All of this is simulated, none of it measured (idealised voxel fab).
Name of the process module below: voxel capacitor over wiring
Square cells of 5 nm make up the cross-section cut, whose width is 180 nm.
We lay out every cross-section as a grid of square cells and spell it out in bands from the top down, where one band means one or more rows of cells. What a band's entry tells you: where the top is and where the bottom is, as heights in nm, and after that what lies inside, material by material from left to right, each with its width in nm. Empty space is written as the word "blank", and a single material marked with the word "all across" occupies the band from edge to edge. Heights are measured from 0, the level below which the as-received wafer is all one material; the lowest band has no bottom and continues downward, written as in "0 and below". Read "30..40" as a graded width: first number on top, second number at the bottom, same change between each pair of neighbouring rows. "remains unaltered" for a step: no cell of the cross-section changed in that step. You'll see "Catalogued sealed voids" listing empty spaces that have no way open to the top, as long as they're 8 cells or more; the notation is width x height at distance, where the distance is from the left edge, and all of it is in nm. On each step's line, the part that comes after the settings is the simulator's own comment on the step. "overlay nm" answers the question of how far to the right of plan the mask lay on a step that has a mask, and when it is negative the answer is to the left.

## List of planned process steps
1: RECEIVE, material Si
2: CONFORMAL_DEP, material SiO2, thk nm 10
3: CONFORMAL_DEP, material SiN, thk nm 5
4: DIRECTIONAL_DEP, material lowk, thk nm 15
5: DIRECTIONAL_DEP, material aC, thk nm 10
6: PATTERN, tone open, mask id METAL_1, material resist, width nm 20, pitch nm 80, thk nm 30, overlay nm 0
7: DIRECTIONAL_ETCH, etch materials aC, depth nm 10
8: STRIP, etch materials resist
9: DIRECTIONAL_ETCH, etch materials lowk, depth nm 15
10: DIRECTIONAL_ETCH, etch materials SiN, depth nm 5
11: STRIP, etch materials aC
12: CONFORMAL_DEP, material TiN, thk nm 5
13: FILL_DEP, material W, thk nm 10
14: CMP, height nm 30
15: EPI, material Ru, thk nm 5
16: FILL_DEP, material SiCN, thk nm 5
17: DIRECTIONAL_DEP, material lowk, thk nm 20
18: MASKED_ETCH, tone open, mask id PLUG_1, width nm 15, etch materials lowk, depth nm 20, overlay nm 0
19: MASKED_ETCH, tone open, mask id PLUG_1, width nm 15, etch materials SiCN, depth nm 5, overlay nm 0
20: CONFORMAL_DEP, material TiN, thk nm 5
21: FILL_DEP, material Cu, thk nm 10
22: CMP, height nm 60
23: DIRECTIONAL_DEP, material TiN, thk nm 10
24: DIRECTIONAL_DEP, material Al2O3, thk nm 5
25: DIRECTIONAL_DEP, material TiN, thk nm 10
26: DIRECTIONAL_DEP, material aC, thk nm 10
27: PATTERN, tone cover, mask id UPPER_PLATE, material resist, width nm 65, thk nm 30, overlay nm 0
28: DIRECTIONAL_ETCH, etch materials aC, depth nm 10
29: STRIP, etch materials resist
30: DIRECTIONAL_ETCH, etch materials TiN, depth nm 10
31: DIRECTIONAL_ETCH, etch materials Al2O3, depth nm 5
32: STRIP, etch materials aC
33: DIRECTIONAL_DEP, material aC, thk nm 15
34: PATTERN, tone cover, mask id LOWER_PLATE, material resist, width nm 75, thk nm 30, overlay nm 0
35: DIRECTIONAL_ETCH, etch materials aC, depth nm 15
36: STRIP, etch materials resist
37: DIRECTIONAL_ETCH, etch materials TiN, depth nm 10
38: STRIP, etch materials aC
39: FILL_DEP, material SiO2, thk nm 15
40: CMP, height nm 95
41: MASKED_ETCH, tone open, mask id PLUG_2, width nm 15, etch materials SiO2, depth nm 10, overlay nm 0
42: CONFORMAL_DEP, material TiN, thk nm 5
43: FILL_DEP, material W, thk nm 10
44: CMP, height nm 95
45: CONFORMAL_DEP, material SiCN, thk nm 5

## Cross-sectional view of the wafer in its as-received condition, corresponding to the state after step 1
- 0 and below: Si all across
- Catalogued sealed voids: none

## The first of the two wafers as seen in cross-section once the module was finished; processing followed the plan
- 100 down to 95: SiCN all across
- 95 down to 90: SiO2 55 nm, TiN 5 nm, W 5 nm, TiN 5 nm, SiO2 110 nm
- 90 down to 85: SiO2 55 nm, TiN 15 nm, SiO2 110 nm
- 85 down to 75: SiO2 45 nm, TiN 65 nm, SiO2 70 nm
- 75 down to 70: SiO2 45 nm, Al2O3 65 nm, SiO2 70 nm
- 70 down to 60: SiO2 40 nm, TiN 75 nm, SiO2 65 nm
- 60 down to 40: lowk 45 nm, TiN 5 nm, Cu 5 nm, TiN 5 nm, lowk 120 nm
- 40 down to 35: SiCN 45 nm, TiN 15 nm, SiCN 120 nm
- 35 down to 30: SiCN 35 nm, Ru 30 nm, SiCN 50 nm, Ru 30 nm, SiCN 35 nm
- 30 down to 15: lowk 40 nm, TiN 5 nm, W 10 nm, TiN 5 nm, lowk 60 nm, TiN 5 nm, W 10 nm, TiN 5 nm, lowk 40 nm
- 15 down to 10: SiN 40 nm, TiN 20 nm, SiN 60 nm, TiN 20 nm, SiN 40 nm
- 10 down to 0: SiO2 all across
- 0 and below: Si all across
- Catalogued sealed voids: none

## Cross-section of the latter of the two wafers at module completion. It had an identical start and an identical plan to the former; in running it, one mistake was made
- 100 down to 95: SiCN all across
- 95 down to 90: SiO2 55 nm, TiN 5 nm, W 5 nm, TiN 5 nm, SiO2 110 nm
- 90 down to 85: SiO2 55 nm, TiN 15 nm, SiO2 110 nm
- 85 down to 80: SiO2 45 nm, Al2O3 65 nm, SiO2 70 nm
- 80 down to 70: SiO2 40 nm, TiN 75 nm, SiO2 65 nm
- 70 down to 60: TiN all across
- 60 down to 40: lowk 45 nm, TiN 5 nm, Cu 5 nm, TiN 5 nm, lowk 120 nm
- 40 down to 35: SiCN 45 nm, TiN 15 nm, SiCN 120 nm
- 35 down to 30: SiCN 35 nm, Ru 30 nm, SiCN 50 nm, Ru 30 nm, SiCN 35 nm
- 30 down to 15: lowk 40 nm, TiN 5 nm, W 10 nm, TiN 5 nm, lowk 60 nm, TiN 5 nm, W 10 nm, TiN 5 nm, lowk 40 nm
- 15 down to 10: SiN 40 nm, TiN 20 nm, SiN 60 nm, TiN 20 nm, SiN 40 nm
- 10 down to 0: SiO2 all across
- 0 and below: Si all across
- Catalogued sealed voids: none
What went wrong in running the wafer? swap of plan steps 24 and 25 during execution
Counted in cells at the end, the second wafer holds more or fewer of these materials than the first: SiO2 -46 | TiN +46
